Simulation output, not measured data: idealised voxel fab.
process module | voxel transistor to metal
cross-section cut | 260 nm wide | cells 5 nm
A cross-section is a grid of square cells, given in bands from the top down. A band is one or more rows of cells.
Each band's line starts with the height of the band's top and of its bottom, in nm. Then come its materials from left to right, each with its width in nm. One material with "throughout" fills the band from edge to edge. "air" is empty space.
Height 0 is the level under which the wafer as received is all one material. The lowest band goes on downwards, as in "0 down".
A width such as "30 to 40" changes by the same amount from each row of cells to the next, from the band's top row to its bottom row.
"no change" after a step means that no cell of the cross-section changed.
closed voids: empty space of 8 cells or more with no open way to the top, each as width x height at its distance from the left edge, in nm
after a step's settings: what the simulator itself notes on the step
overlay nm, on a step with a mask: how far to the right of its planned place the mask lay; to the left if negative
plan
1 op RECEIVE | material Si
2 op CONFORMAL_DEP | material SiO2 | thk nm 5
3 op CONFORMAL_DEP | material SiN | thk nm 10
4 op DIRECTIONAL_DEP | material aC | thk nm 10
5 op PATTERN | tone cover | mask id ACTIVE | material resist | width nm 100 | pitch nm 130 | thk nm 30 | overlay nm 0
6 op DIRECTIONAL_ETCH | etch materials aC | depth nm 10
7 op STRIP | etch materials resist
8 op DIRECTIONAL_ETCH | etch materials SiN | depth nm 10
9 op DIRECTIONAL_ETCH | etch materials SiO2 | depth nm 5
10 op DIRECTIONAL_ETCH | etch materials Si | depth nm 25
11 op STRIP | etch materials aC
12 op OXIDIZE | depth nm 5
13 op FILL_DEP | material SiO2 | thk nm 5
14 op CMP | height nm 15
15 op SELECTIVE_ETCH | etch materials SiO2 | depth nm 10
16 op STRIP | etch materials SiN
17 op SELECTIVE_ETCH | etch materials SiO2 | depth nm 5
18 op OXIDIZE | depth nm 5
19 op DIRECTIONAL_DEP | material polySi | thk nm 30
20 op DIRECTIONAL_DEP | material SiCN | thk nm 15
21 op PATTERN | tone cover | mask id GATE | material resist | width nm 20 | pitch nm 130 | thk nm 15 | overlay nm 0
22 op DIRECTIONAL_ETCH | etch materials SiCN | depth nm 25
23 op DIRECTIONAL_ETCH | etch materials polySi | depth nm 40
24 op STRIP | etch materials resist
25 op CONFORMAL_DEP | material SiO2 | thk nm 5
26 op DIRECTIONAL_ETCH | etch materials SiO2 | depth nm 5
27 op CONFORMAL_DEP | material SiN | thk nm 10
28 op DIRECTIONAL_ETCH | etch materials SiN | depth nm 10
29 op DIRECTIONAL_ETCH | etch materials SiO2 | depth nm 5
30 op DIRECTIONAL_ETCH | etch materials Si | depth nm 15
31 op EPI | material pSi | thk nm 20
32 op FILL_DEP | material SiO2 | thk nm 10
33 op CMP | height nm 45
34 op DIRECTIONAL_DEP | material SiO2 | thk nm 10
35 op PATTERN | tone open | mask id CONTACT | material resist | width nm 15 | pitch nm 65 | thk nm 15 | overlay nm 0
36 op DIRECTIONAL_ETCH | etch materials SiO2 | depth nm 40
37 op STRIP | etch materials resist
38 op CONFORMAL_DEP | material TiN | thk nm 5
39 op FILL_DEP | material Ru | thk nm 5
40 op CMP | height nm 55
41 op CONFORMAL_DEP | material SiCN | thk nm 5
42 op DIRECTIONAL_DEP | material lowk | thk nm 15
43 op DIRECTIONAL_DEP | material aC | thk nm 15
44 op PATTERN | tone open | mask id METAL_1 | material resist | width nm 15 | pitch nm 65 | thk nm 30 | overlay nm 0
45 op DIRECTIONAL_ETCH | etch materials aC | depth nm 15
46 op STRIP | etch materials resist
47 op DIRECTIONAL_ETCH | etch materials lowk | depth nm 15
48 op DIRECTIONAL_ETCH | etch materials SiCN | depth nm 5
49 op STRIP | etch materials aC
50 op CONFORMAL_DEP | material TiN | thk nm 5
51 op FILL_DEP | material W | thk nm 10
52 op CMP | height nm 75
53 op EPI | material Ru | thk nm 5
54 op FILL_DEP | material SiCN | thk nm 5
first wafer, as planned
as received, after step 1
  0 down: Si throughout
  closed voids: none
after step 2
  5 to 0: SiO2 throughout
  below 0: unchanged
after step 3
  15 to 5: SiN throughout
  below 5: unchanged
after step 4
  25 to 15: aC throughout
  below 15: unchanged
after step 5
  55 to 25: air 15 | resist 100 | air 30 | resist 100 | air 15
  below 25: unchanged
after step 6
  45 to 25: air 15 | resist 100 | air 30 | resist 100 | air 15
  25 to 15: air 15 | aC 100 | air 30 | aC 100 | air 15
  below 15: unchanged
after step 7
  25 to 15: air 15 | aC 100 | air 30 | aC 100 | air 15
  below 15: unchanged
after step 8
  25 to 15: air 15 | aC 100 | air 30 | aC 100 | air 15
  15 to 5: air 15 | SiN 100 | air 30 | SiN 100 | air 15
  below 5: unchanged
after step 9
  25 to 15: air 15 | aC 100 | air 30 | aC 100 | air 15
  15 to 5: air 15 | SiN 100 | air 30 | SiN 100 | air 15
  5 to 0: air 15 | SiO2 100 | air 30 | SiO2 100 | air 15
  below 0: unchanged
after step 10
  25 to 15: air 15 | aC 100 | air 30 | aC 100 | air 15
  15 to 5: air 15 | SiN 100 | air 30 | SiN 100 | air 15
  5 to 0: air 15 | SiO2 100 | air 30 | SiO2 100 | air 15
  0 to -25: air 15 | Si 100 | air 30 | Si 100 | air 15
  below -25: unchanged
after step 11
  15 to 5: air 15 | SiN 100 | air 30 | SiN 100 | air 15
  below 5: unchanged
after step 12
  15 to 5: air 15 | SiN 100 | air 30 | SiN 100 | air 15
  5 to 0: air 15 | SiO2 100 | air 30 | SiO2 100 | air 15
  0 to -25: air 15 | SiO2 5 | Si 90 | SiO2 5 | air 30 | SiO2 5 | Si 90 | SiO2 5 | air 15
  -25 to -30: SiO2 20 | Si 90 | SiO2 40 | Si 90 | SiO2 20
  below -30: unchanged
after step 13
  20 to 15: SiO2 throughout
  15 to 5: SiO2 15 | SiN 100 | SiO2 30 | SiN 100 | SiO2 15
  5 to 0: SiO2 throughout
  0 to -30: SiO2 20 | Si 90 | SiO2 40 | Si 90 | SiO2 20
  below -30: unchanged
after step 14
  15 to 5: SiO2 15 | SiN 100 | SiO2 30 | SiN 100 | SiO2 15
  below 5: unchanged
after step 15
  15 to 5: air 15 | SiN 100 | air 30 | SiN 100 | air 15
  below 5: unchanged
after step 16
  5 to 0: SiO2 throughout
  below 0: unchanged
after step 17
  0 to -30: SiO2 20 | Si 90 | SiO2 40 | Si 90 | SiO2 20
  below -30: unchanged
after step 18
  0 to -5: SiO2 throughout
  below -5: unchanged
after step 19
  30 to 0: polySi throughout
  below 0: unchanged
after step 20
  45 to 30: SiCN throughout
  below 30: unchanged
after step 21
  60 to 45: air 55 | resist 20 | air 110 | resist 20 | air 55
  below 45: unchanged
after step 22
  60 to 45: air 55 | resist 20 | air 110 | resist 20 | air 55
  45 to 30: air 55 | SiCN 20 | air 110 | SiCN 20 | air 55
  below 30: unchanged
after step 23
  60 to 45: air 55 | resist 20 | air 110 | resist 20 | air 55
  45 to 30: air 55 | SiCN 20 | air 110 | SiCN 20 | air 55
  30 to 0: air 55 | polySi 20 | air 110 | polySi 20 | air 55
  below 0: unchanged
after step 24
  45 to 30: air 55 | SiCN 20 | air 110 | SiCN 20 | air 55
  below 30: unchanged
after step 25
  50 to 45: air 50 | SiO2 30 | air 100 | SiO2 30 | air 50
  45 to 30: air 50 | SiO2 5 | SiCN 20 | SiO2 5 | air 100 | SiO2 5 | SiCN 20 | SiO2 5 | air 50
  30 to 5: air 50 | SiO2 5 | polySi 20 | SiO2 5 | air 100 | SiO2 5 | polySi 20 | SiO2 5 | air 50
  5 to 0: SiO2 55 | polySi 20 | SiO2 110 | polySi 20 | SiO2 55
  below 0: unchanged
after step 26
  45 to 30: air 50 | SiO2 5 | SiCN 20 | SiO2 5 | air 100 | SiO2 5 | SiCN 20 | SiO2 5 | air 50
  30 to 0: air 50 | SiO2 5 | polySi 20 | SiO2 5 | air 100 | SiO2 5 | polySi 20 | SiO2 5 | air 50
  below 0: unchanged
after step 27
  55 to 45: air 40 | SiN 50 | air 80 | SiN 50 | air 40
  45 to 30: air 40 | SiN 10 | SiO2 5 | SiCN 20 | SiO2 5 | SiN 10 | air 80 | SiN 10 | SiO2 5 | SiCN 20 | SiO2 5 | SiN 10 | air 40
  30 to 10: air 40 | SiN 10 | SiO2 5 | polySi 20 | SiO2 5 | SiN 10 | air 80 | SiN 10 | SiO2 5 | polySi 20 | SiO2 5 | SiN 10 | air 40
  10 to 0: SiN 50 | SiO2 5 | polySi 20 | SiO2 5 | SiN 100 | SiO2 5 | polySi 20 | SiO2 5 | SiN 50
  below 0: unchanged
after step 28
  45 to 30: air 40 | SiN 10 | SiO2 5 | SiCN 20 | SiO2 5 | SiN 10 | air 80 | SiN 10 | SiO2 5 | SiCN 20 | SiO2 5 | SiN 10 | air 40
  30 to 0: air 40 | SiN 10 | SiO2 5 | polySi 20 | SiO2 5 | SiN 10 | air 80 | SiN 10 | SiO2 5 | polySi 20 | SiO2 5 | SiN 10 | air 40
  below 0: unchanged
after step 29
  45 to 40: air 40 | SiN 10 | air 5 | SiCN 20 | air 5 | SiN 10 | air 80 | SiN 10 | air 5 | SiCN 20 | air 5 | SiN 10 | air 40
  40 to 30: air 40 | SiN 10 | SiO2 5 | SiCN 20 | SiO2 5 | SiN 10 | air 80 | SiN 10 | SiO2 5 | SiCN 20 | SiO2 5 | SiN 10 | air 40
  30 to 0: air 40 | SiN 10 | SiO2 5 | polySi 20 | SiO2 5 | SiN 10 | air 80 | SiN 10 | SiO2 5 | polySi 20 | SiO2 5 | SiN 10 | air 40
  0 to -5: air 40 | SiO2 50 | air 80 | SiO2 50 | air 40
  below -5: unchanged
after step 30
  45 to 40: air 40 | SiN 10 | air 5 | SiCN 20 | air 5 | SiN 10 | air 80 | SiN 10 | air 5 | SiCN 20 | air 5 | SiN 10 | air 40
  40 to 30: air 40 | SiN 10 | SiO2 5 | SiCN 20 | SiO2 5 | SiN 10 | air 80 | SiN 10 | SiO2 5 | SiCN 20 | SiO2 5 | SiN 10 | air 40
  30 to 0: air 40 | SiN 10 | SiO2 5 | polySi 20 | SiO2 5 | SiN 10 | air 80 | SiN 10 | SiO2 5 | polySi 20 | SiO2 5 | SiN 10 | air 40
  0 to -5: air 40 | SiO2 50 | air 80 | SiO2 50 | air 40
  -5 to -20: SiO2 20 | air 20 | Si 50 | air 20 | SiO2 40 | air 20 | Si 50 | air 20 | SiO2 20
  below -20: unchanged
after step 31
  45 to 40: air 40 | SiN 10 | air 5 | SiCN 20 | air 5 | SiN 10 | air 80 | SiN 10 | air 5 | SiCN 20 | air 5 | SiN 10 | air 40
  40 to 30: air 40 | SiN 10 | SiO2 5 | SiCN 20 | SiO2 5 | SiN 10 | air 80 | SiN 10 | SiO2 5 | SiCN 20 | SiO2 5 | SiN 10 | air 40
  30 to 15: air 40 | SiN 10 | SiO2 5 | polySi 20 | SiO2 5 | SiN 10 | air 80 | SiN 10 | SiO2 5 | polySi 20 | SiO2 5 | SiN 10 | air 40
  15 to 0: air 20 | pSi 20 | SiN 10 | SiO2 5 | polySi 20 | SiO2 5 | SiN 10 | pSi 20 | air 40 | pSi 20 | SiN 10 | SiO2 5 | polySi 20 | SiO2 5 | SiN 10 | pSi 20 | air 20
  0 to -5: air 15 | pSi 25 | SiO2 50 | pSi 25 | air 30 | pSi 25 | SiO2 50 | pSi 25 | air 15
  -5 to -20: SiO2 20 | pSi 20 | Si 50 | pSi 20 | SiO2 40 | pSi 20 | Si 50 | pSi 20 | SiO2 20
  below -20: unchanged
after step 32
  55 to 45: SiO2 throughout
  45 to 30: SiO2 40 | SiN 10 | SiO2 5 | SiCN 20 | SiO2 5 | SiN 10 | SiO2 80 | SiN 10 | SiO2 5 | SiCN 20 | SiO2 5 | SiN 10 | SiO2 40
  30 to 15: SiO2 40 | SiN 10 | SiO2 5 | polySi 20 | SiO2 5 | SiN 10 | SiO2 80 | SiN 10 | SiO2 5 | polySi 20 | SiO2 5 | SiN 10 | SiO2 40
  15 to 0: SiO2 20 | pSi 20 | SiN 10 | SiO2 5 | polySi 20 | SiO2 5 | SiN 10 | pSi 20 | SiO2 40 | pSi 20 | SiN 10 | SiO2 5 | polySi 20 | SiO2 5 | SiN 10 | pSi 20 | SiO2 20
  0 to -5: SiO2 15 | pSi 25 | SiO2 50 | pSi 25 | SiO2 30 | pSi 25 | SiO2 50 | pSi 25 | SiO2 15
  below -5: unchanged
after step 33
  45 to 30: SiO2 40 | SiN 10 | SiO2 5 | SiCN 20 | SiO2 5 | SiN 10 | SiO2 80 | SiN 10 | SiO2 5 | SiCN 20 | SiO2 5 | SiN 10 | SiO2 40
  below 30: unchanged
after step 34
  55 to 45: SiO2 throughout
  below 45: unchanged
after step 35
  70 to 55: resist 25 | air 15 | resist 50 | air 15 | resist 50 | air 15 | resist 50 | air 15 | resist 25
  below 55: unchanged
after step 36
  70 to 55: resist 25 | air 15 | resist 50 | air 15 | resist 50 | air 15 | resist 50 | air 15 | resist 25
  55 to 45: SiO2 25 | air 15 | SiO2 50 | air 15 | SiO2 50 | air 15 | SiO2 50 | air 15 | SiO2 25
  45 to 30: SiO2 25 | air 15 | SiN 10 | SiO2 5 | SiCN 20 | SiO2 5 | SiN 10 | air 15 | SiO2 50 | air 15 | SiN 10 | SiO2 5 | SiCN 20 | SiO2 5 | SiN 10 | air 15 | SiO2 25
  30 to 15: SiO2 25 | air 15 | SiN 10 | SiO2 5 | polySi 20 | SiO2 5 | SiN 10 | air 15 | SiO2 50 | air 15 | SiN 10 | SiO2 5 | polySi 20 | SiO2 5 | SiN 10 | air 15 | SiO2 25
  below 15: unchanged
after step 37
  55 to 45: SiO2 25 | air 15 | SiO2 50 | air 15 | SiO2 50 | air 15 | SiO2 50 | air 15 | SiO2 25
  below 45: unchanged
after step 38
  60 to 55: TiN 30 | air 5 | TiN 60 | air 5 | TiN 60 | air 5 | TiN 60 | air 5 | TiN 30
  55 to 45: SiO2 25 | TiN 5 | air 5 | TiN 5 | SiO2 50 | TiN 5 | air 5 | TiN 5 | SiO2 50 | TiN 5 | air 5 | TiN 5 | SiO2 50 | TiN 5 | air 5 | TiN 5 | SiO2 25
  45 to 30: SiO2 25 | TiN 5 | air 5 | TiN 5 | SiN 10 | SiO2 5 | SiCN 20 | SiO2 5 | SiN 10 | TiN 5 | air 5 | TiN 5 | SiO2 50 | TiN 5 | air 5 | TiN 5 | SiN 10 | SiO2 5 | SiCN 20 | SiO2 5 | SiN 10 | TiN 5 | air 5 | TiN 5 | SiO2 25
  30 to 20: SiO2 25 | TiN 5 | air 5 | TiN 5 | SiN 10 | SiO2 5 | polySi 20 | SiO2 5 | SiN 10 | TiN 5 | air 5 | TiN 5 | SiO2 50 | TiN 5 | air 5 | TiN 5 | SiN 10 | SiO2 5 | polySi 20 | SiO2 5 | SiN 10 | TiN 5 | air 5 | TiN 5 | SiO2 25
  20 to 15: SiO2 25 | TiN 15 | SiN 10 | SiO2 5 | polySi 20 | SiO2 5 | SiN 10 | TiN 15 | SiO2 50 | TiN 15 | SiN 10 | SiO2 5 | polySi 20 | SiO2 5 | SiN 10 | TiN 15 | SiO2 25
  below 15: unchanged
after step 39
  65 to 60: Ru throughout
  60 to 55: TiN 30 | Ru 5 | TiN 60 | Ru 5 | TiN 60 | Ru 5 | TiN 60 | Ru 5 | TiN 30
  55 to 45: SiO2 25 | TiN 5 | Ru 5 | TiN 5 | SiO2 50 | TiN 5 | Ru 5 | TiN 5 | SiO2 50 | TiN 5 | Ru 5 | TiN 5 | SiO2 50 | TiN 5 | Ru 5 | TiN 5 | SiO2 25
  45 to 30: SiO2 25 | TiN 5 | Ru 5 | TiN 5 | SiN 10 | SiO2 5 | SiCN 20 | SiO2 5 | SiN 10 | TiN 5 | Ru 5 | TiN 5 | SiO2 50 | TiN 5 | Ru 5 | TiN 5 | SiN 10 | SiO2 5 | SiCN 20 | SiO2 5 | SiN 10 | TiN 5 | Ru 5 | TiN 5 | SiO2 25
  30 to 20: SiO2 25 | TiN 5 | Ru 5 | TiN 5 | SiN 10 | SiO2 5 | polySi 20 | SiO2 5 | SiN 10 | TiN 5 | Ru 5 | TiN 5 | SiO2 50 | TiN 5 | Ru 5 | TiN 5 | SiN 10 | SiO2 5 | polySi 20 | SiO2 5 | SiN 10 | TiN 5 | Ru 5 | TiN 5 | SiO2 25
  below 20: unchanged
after step 40
  55 to 45: SiO2 25 | TiN 5 | Ru 5 | TiN 5 | SiO2 50 | TiN 5 | Ru 5 | TiN 5 | SiO2 50 | TiN 5 | Ru 5 | TiN 5 | SiO2 50 | TiN 5 | Ru 5 | TiN 5 | SiO2 25
  below 45: unchanged
after step 41
  60 to 55: SiCN throughout
  below 55: unchanged
after step 42
  75 to 60: lowk throughout
  below 60: unchanged
after step 43
  90 to 75: aC throughout
  below 75: unchanged
after step 44
  120 to 90: resist 25 | air 15 | resist 50 | air 15 | resist 50 | air 15 | resist 50 | air 15 | resist 25
  below 90: unchanged
after step 45
  105 to 90: resist 25 | air 15 | resist 50 | air 15 | resist 50 | air 15 | resist 50 | air 15 | resist 25
  90 to 75: aC 25 | air 15 | aC 50 | air 15 | aC 50 | air 15 | aC 50 | air 15 | aC 25
  below 75: unchanged
after step 46
  90 to 75: aC 25 | air 15 | aC 50 | air 15 | aC 50 | air 15 | aC 50 | air 15 | aC 25
  below 75: unchanged
after step 47
  90 to 75: aC 25 | air 15 | aC 50 | air 15 | aC 50 | air 15 | aC 50 | air 15 | aC 25
  75 to 60: lowk 25 | air 15 | lowk 50 | air 15 | lowk 50 | air 15 | lowk 50 | air 15 | lowk 25
  below 60: unchanged
after step 48
  90 to 75: aC 25 | air 15 | aC 50 | air 15 | aC 50 | air 15 | aC 50 | air 15 | aC 25
  75 to 60: lowk 25 | air 15 | lowk 50 | air 15 | lowk 50 | air 15 | lowk 50 | air 15 | lowk 25
  60 to 55: SiCN 25 | air 15 | SiCN 50 | air 15 | SiCN 50 | air 15 | SiCN 50 | air 15 | SiCN 25
  below 55: unchanged
after step 49
  75 to 60: lowk 25 | air 15 | lowk 50 | air 15 | lowk 50 | air 15 | lowk 50 | air 15 | lowk 25
  below 60: unchanged
after step 50
  80 to 75: TiN 30 | air 5 | TiN 60 | air 5 | TiN 60 | air 5 | TiN 60 | air 5 | TiN 30
  75 to 60: lowk 25 | TiN 5 | air 5 | TiN 5 | lowk 50 | TiN 5 | air 5 | TiN 5 | lowk 50 | TiN 5 | air 5 | TiN 5 | lowk 50 | TiN 5 | air 5 | TiN 5 | lowk 25
  60 to 55: SiCN 25 | TiN 15 | SiCN 50 | TiN 15 | SiCN 50 | TiN 15 | SiCN 50 | TiN 15 | SiCN 25
  below 55: unchanged
after step 51
  90 to 80: W throughout
  80 to 75: TiN 30 | W 5 | TiN 60 | W 5 | TiN 60 | W 5 | TiN 60 | W 5 | TiN 30
  75 to 60: lowk 25 | TiN 5 | W 5 | TiN 5 | lowk 50 | TiN 5 | W 5 | TiN 5 | lowk 50 | TiN 5 | W 5 | TiN 5 | lowk 50 | TiN 5 | W 5 | TiN 5 | lowk 25
  below 60: unchanged
after step 52
  75 to 60: lowk 25 | TiN 5 | W 5 | TiN 5 | lowk 50 | TiN 5 | W 5 | TiN 5 | lowk 50 | TiN 5 | W 5 | TiN 5 | lowk 50 | TiN 5 | W 5 | TiN 5 | lowk 25
  below 60: unchanged
after step 53
  80 to 75: air 20 | Ru 25 | air 40 | Ru 25 | air 40 | Ru 25 | air 40 | Ru 25 | air 20
  below 75: unchanged
after step 54
  85 to 80: SiCN throughout
  80 to 75: SiCN 20 | Ru 25 | SiCN 40 | Ru 25 | SiCN 40 | Ru 25 | SiCN 40 | Ru 25 | SiCN 20
  below 75: unchanged
second wafer: like start, like plan, one mistake. Through step 20 it matches the first wafer
when step 21 should have ended
  60 to 45: resist 55 | air 20 | resist 110 | air 20 | resist 55
  below 45: unchanged
when step 22 should have ended
  60 to 45: resist 55 | air 20 | resist 110 | air 20 | resist 55
  45 to 30: SiCN 55 | air 20 | SiCN 110 | air 20 | SiCN 55
  below 30: unchanged
when step 23 should have ended
  60 to 45: resist 55 | air 20 | resist 110 | air 20 | resist 55
  45 to 30: SiCN 55 | air 20 | SiCN 110 | air 20 | SiCN 55
  30 to 0: polySi 55 | air 20 | polySi 110 | air 20 | polySi 55
  below 0: unchanged
when step 24 should have ended
  45 to 30: SiCN 55 | air 20 | SiCN 110 | air 20 | SiCN 55
  below 30: unchanged
when step 25 should have ended
  50 to 45: SiO2 60 | air 10 | SiO2 120 | air 10 | SiO2 60
  45 to 30: SiCN 55 | SiO2 5 | air 10 | SiO2 5 | SiCN 110 | SiO2 5 | air 10 | SiO2 5 | SiCN 55
  30 to 5: polySi 55 | SiO2 5 | air 10 | SiO2 5 | polySi 110 | SiO2 5 | air 10 | SiO2 5 | polySi 55
  5 to 0: polySi 55 | SiO2 20 | polySi 110 | SiO2 20 | polySi 55
  below 0: unchanged
when step 26 should have ended
  45 to 30: SiCN 55 | SiO2 5 | air 10 | SiO2 5 | SiCN 110 | SiO2 5 | air 10 | SiO2 5 | SiCN 55
  30 to 0: polySi 55 | SiO2 5 | air 10 | SiO2 5 | polySi 110 | SiO2 5 | air 10 | SiO2 5 | polySi 55
  below 0: unchanged
when step 27 should have ended
  55 to 45: SiN throughout
  45 to 30: SiCN 55 | SiO2 5 | SiN 10 | SiO2 5 | SiCN 110 | SiO2 5 | SiN 10 | SiO2 5 | SiCN 55
  30 to 0: polySi 55 | SiO2 5 | SiN 10 | SiO2 5 | polySi 110 | SiO2 5 | SiN 10 | SiO2 5 | polySi 55
  below 0: unchanged
when step 28 should have ended
  45 to 30: SiCN 55 | SiO2 5 | SiN 10 | SiO2 5 | SiCN 110 | SiO2 5 | SiN 10 | SiO2 5 | SiCN 55
  below 30: unchanged
when step 29 should have ended
  45 to 40: SiCN 55 | air 5 | SiN 10 | air 5 | SiCN 110 | air 5 | SiN 10 | air 5 | SiCN 55
  below 40: unchanged
when step 30 should have ended: no change
when step 31 should have ended: no change
when step 32 should have ended
  55 to 45: SiO2 throughout
  45 to 30: SiCN 55 | SiO2 5 | SiN 10 | SiO2 5 | SiCN 110 | SiO2 5 | SiN 10 | SiO2 5 | SiCN 55
  below 30: unchanged
when step 33 should have ended
  45 to 30: SiCN 55 | SiO2 5 | SiN 10 | SiO2 5 | SiCN 110 | SiO2 5 | SiN 10 | SiO2 5 | SiCN 55
  below 30: unchanged
when step 34 should have ended
  55 to 45: SiO2 throughout
  below 45: unchanged
when step 35 should have ended
  70 to 55: resist 25 | air 15 | resist 50 | air 15 | resist 50 | air 15 | resist 50 | air 15 | resist 25
  below 55: unchanged
when step 36 should have ended
  70 to 55: resist 25 | air 15 | resist 50 | air 15 | resist 50 | air 15 | resist 50 | air 15 | resist 25
  55 to 45: SiO2 25 | air 15 | SiO2 50 | air 15 | SiO2 50 | air 15 | SiO2 50 | air 15 | SiO2 25
  below 45: unchanged
when step 37 should have ended
  55 to 45: SiO2 25 | air 15 | SiO2 50 | air 15 | SiO2 50 | air 15 | SiO2 50 | air 15 | SiO2 25
  below 45: unchanged
when step 38 should have ended
  60 to 55: TiN 30 | air 5 | TiN 60 | air 5 | TiN 60 | air 5 | TiN 60 | air 5 | TiN 30
  55 to 50: SiO2 25 | TiN 5 | air 5 | TiN 5 | SiO2 50 | TiN 5 | air 5 | TiN 5 | SiO2 50 | TiN 5 | air 5 | TiN 5 | SiO2 50 | TiN 5 | air 5 | TiN 5 | SiO2 25
  50 to 45: SiO2 25 | TiN 15 | SiO2 50 | TiN 15 | SiO2 50 | TiN 15 | SiO2 50 | TiN 15 | SiO2 25
  below 45: unchanged
when step 39 should have ended
  65 to 60: Ru throughout
  60 to 55: TiN 30 | Ru 5 | TiN 60 | Ru 5 | TiN 60 | Ru 5 | TiN 60 | Ru 5 | TiN 30
  55 to 50: SiO2 25 | TiN 5 | Ru 5 | TiN 5 | SiO2 50 | TiN 5 | Ru 5 | TiN 5 | SiO2 50 | TiN 5 | Ru 5 | TiN 5 | SiO2 50 | TiN 5 | Ru 5 | TiN 5 | SiO2 25
  below 50: unchanged
when step 40 should have ended
  55 to 50: SiO2 25 | TiN 5 | Ru 5 | TiN 5 | SiO2 50 | TiN 5 | Ru 5 | TiN 5 | SiO2 50 | TiN 5 | Ru 5 | TiN 5 | SiO2 50 | TiN 5 | Ru 5 | TiN 5 | SiO2 25
  below 50: unchanged
when step 41 should have ended
  60 to 55: SiCN throughout
  below 55: unchanged
when step 42 should have ended
  75 to 60: lowk throughout
  below 60: unchanged
when step 43 should have ended
  90 to 75: aC throughout
  below 75: unchanged
when step 44 should have ended
  120 to 90: resist 25 | air 15 | resist 50 | air 15 | resist 50 | air 15 | resist 50 | air 15 | resist 25
  below 90: unchanged
when step 45 should have ended
  105 to 90: resist 25 | air 15 | resist 50 | air 15 | resist 50 | air 15 | resist 50 | air 15 | resist 25
  90 to 75: aC 25 | air 15 | aC 50 | air 15 | aC 50 | air 15 | aC 50 | air 15 | aC 25
  below 75: unchanged
when step 46 should have ended
  90 to 75: aC 25 | air 15 | aC 50 | air 15 | aC 50 | air 15 | aC 50 | air 15 | aC 25
  below 75: unchanged
when step 47 should have ended
  90 to 75: aC 25 | air 15 | aC 50 | air 15 | aC 50 | air 15 | aC 50 | air 15 | aC 25
  75 to 60: lowk 25 | air 15 | lowk 50 | air 15 | lowk 50 | air 15 | lowk 50 | air 15 | lowk 25
  below 60: unchanged
when step 48 should have ended
  90 to 75: aC 25 | air 15 | aC 50 | air 15 | aC 50 | air 15 | aC 50 | air 15 | aC 25
  75 to 60: lowk 25 | air 15 | lowk 50 | air 15 | lowk 50 | air 15 | lowk 50 | air 15 | lowk 25
  60 to 55: SiCN 25 | air 15 | SiCN 50 | air 15 | SiCN 50 | air 15 | SiCN 50 | air 15 | SiCN 25
  below 55: unchanged
when step 49 should have ended
  75 to 60: lowk 25 | air 15 | lowk 50 | air 15 | lowk 50 | air 15 | lowk 50 | air 15 | lowk 25
  below 60: unchanged
when step 50 should have ended
  80 to 75: TiN 30 | air 5 | TiN 60 | air 5 | TiN 60 | air 5 | TiN 60 | air 5 | TiN 30
  75 to 60: lowk 25 | TiN 5 | air 5 | TiN 5 | lowk 50 | TiN 5 | air 5 | TiN 5 | lowk 50 | TiN 5 | air 5 | TiN 5 | lowk 50 | TiN 5 | air 5 | TiN 5 | lowk 25
  60 to 55: SiCN 25 | TiN 15 | SiCN 50 | TiN 15 | SiCN 50 | TiN 15 | SiCN 50 | TiN 15 | SiCN 25
  below 55: unchanged
when step 51 should have ended
  90 to 80: W throughout
  80 to 75: TiN 30 | W 5 | TiN 60 | W 5 | TiN 60 | W 5 | TiN 60 | W 5 | TiN 30
  75 to 60: lowk 25 | TiN 5 | W 5 | TiN 5 | lowk 50 | TiN 5 | W 5 | TiN 5 | lowk 50 | TiN 5 | W 5 | TiN 5 | lowk 50 | TiN 5 | W 5 | TiN 5 | lowk 25
  below 60: unchanged
when step 52 should have ended
  75 to 60: lowk 25 | TiN 5 | W 5 | TiN 5 | lowk 50 | TiN 5 | W 5 | TiN 5 | lowk 50 | TiN 5 | W 5 | TiN 5 | lowk 50 | TiN 5 | W 5 | TiN 5 | lowk 25
  below 60: unchanged
when step 53 should have ended
  80 to 75: air 20 | Ru 25 | air 40 | Ru 25 | air 40 | Ru 25 | air 40 | Ru 25 | air 20
  below 75: unchanged
when step 54 should have ended
  85 to 80: SiCN throughout
  80 to 75: SiCN 20 | Ru 25 | SiCN 40 | Ru 25 | SiCN 40 | Ru 25 | SiCN 40 | Ru 25 | SiCN 20
  below 75: unchanged
what went wrong: step 21 ran as: op PATTERN | tone open | mask id GATE | material resist | width nm 20 | pitch nm 130 | thk nm 15 | overlay nm 0
at the end the second wafer has, in cells: 24 fewer of Ru | 48 more of Si | 108 more of SiCN | 36 fewer of SiN | 148 fewer of SiO2 | 48 fewer of TiN | 116 fewer of pSi | 216 more of polySi
